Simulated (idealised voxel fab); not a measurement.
You're looking at the process module voxel self aligned contacts.
Square cells of 5 nm make up the cross-section cut, whose width is 155 nm.
Cross-sections here: square-cell grids, written as top-down lists of bands, a band being one or more rows of cells.
Basically the band line says how high the top is and how high the bottom is, in nm, and then what's in it from left to right, every material with its width in nm. Empty space shows up as "blank", and if a single material carries "all across" it runs the full band edge to edge.
The level at which height equals 0 is the one under which the wafer, as it arrives, is entirely one material. No lower edge exists for the bottom band, which continues downward and is notated as in "from 0 down".
A width given as "30 to 40" starts at the first number in the band's top row and ends at the second number in its bottom row, shifting by an equal amount at every step from row to row.
It should be understood that the words "no modifications", when stated for a given step, signify that the cross-section underwent no change in any of its cells during that step.
"Sealed void listing" enumerates empty spaces isolated from the top, with no open way to it, that contain at least 8 cells, giving each as width x height at distance from the left edge, all three in nm.
On each step's line, the part that comes after the settings is the simulator's own comment on the step.
The optional step-line setting "overlay nm" applies to steps with a mask and quantifies how far to the right of its planned location the mask lay, a negative value indicating leftward placement.

Below is the list of planned process steps:
1: RECEIVE | material Si
2: OXIDIZE | depth nm 5
3: DIRECTIONAL_DEP | material polySi | thk nm 20
4: DIRECTIONAL_DEP | material SiN | thk nm 25
5: MASKED_ETCH | tone cover | mask id GATE | width nm 35 | pitch nm 75 | etch materials SiN | depth nm 25 | overlay nm 0
6: MASKED_ETCH | tone cover | mask id GATE | width nm 35 | pitch nm 75 | etch materials polySi | depth nm 20 | overlay nm 0
7: CONFORMAL_DEP | material SiN | thk nm 10
8: DIRECTIONAL_ETCH | etch materials SiN | depth nm 10
9: FILL_DEP | material SiO2 | thk nm 15
10: CMP | height nm 50
11: DIRECTIONAL_DEP | material aC | thk nm 10
12: PATTERN | tone open | mask id CONTACT | material resist | width nm 60 | thk nm 25 | overlay nm 0
13: DIRECTIONAL_ETCH | etch materials aC | depth nm 10
14: STRIP | etch materials resist
15: DIRECTIONAL_ETCH | etch materials SiO2 | depth nm 55
16: STRIP | etch materials aC
17: CONFORMAL_DEP | material TiN | thk nm 5
18: FILL_DEP | material W | thk nm 5
19: CMP | height nm 50
20: CONFORMAL_DEP | material SiCN | thk nm 5

The cross-section here shows the wafer as received, i.e. in its state after step 1:
* from 0 down  Si all across
* Sealed void listing: none

Final cross-section, module run with one mistake (start and plan as above):
* from 55 to 50  SiCN all across
* from 50 to 45  SiO2 55 nm; TiN 15 nm; W 10 nm; TiN 35 nm; SiO2 40 nm
* from 45 to 20  SiO2 10 nm; SiN 55 nm; TiN 5 nm; W 10 nm; TiN 5 nm; SiN 55 nm; SiO2 15 nm
* from 20 to 0  SiO2 10 nm; SiN 10 nm; polySi 35 nm; SiN 10 nm; TiN 5 nm; W 10 nm; TiN 5 nm; SiN 10 nm; polySi 35 nm; SiN 10 nm; SiO2 15 nm
* from 0 to -5  SiO2 65 nm; TiN 20 nm; SiO2 70 nm
* from -5 down  Si all across
* Sealed void listing: none
Misprocessing identified: step 12 ran as: PATTERN | tone open | mask id CONTACT | material resist | width nm 60 | thk nm 25 | overlay nm 10
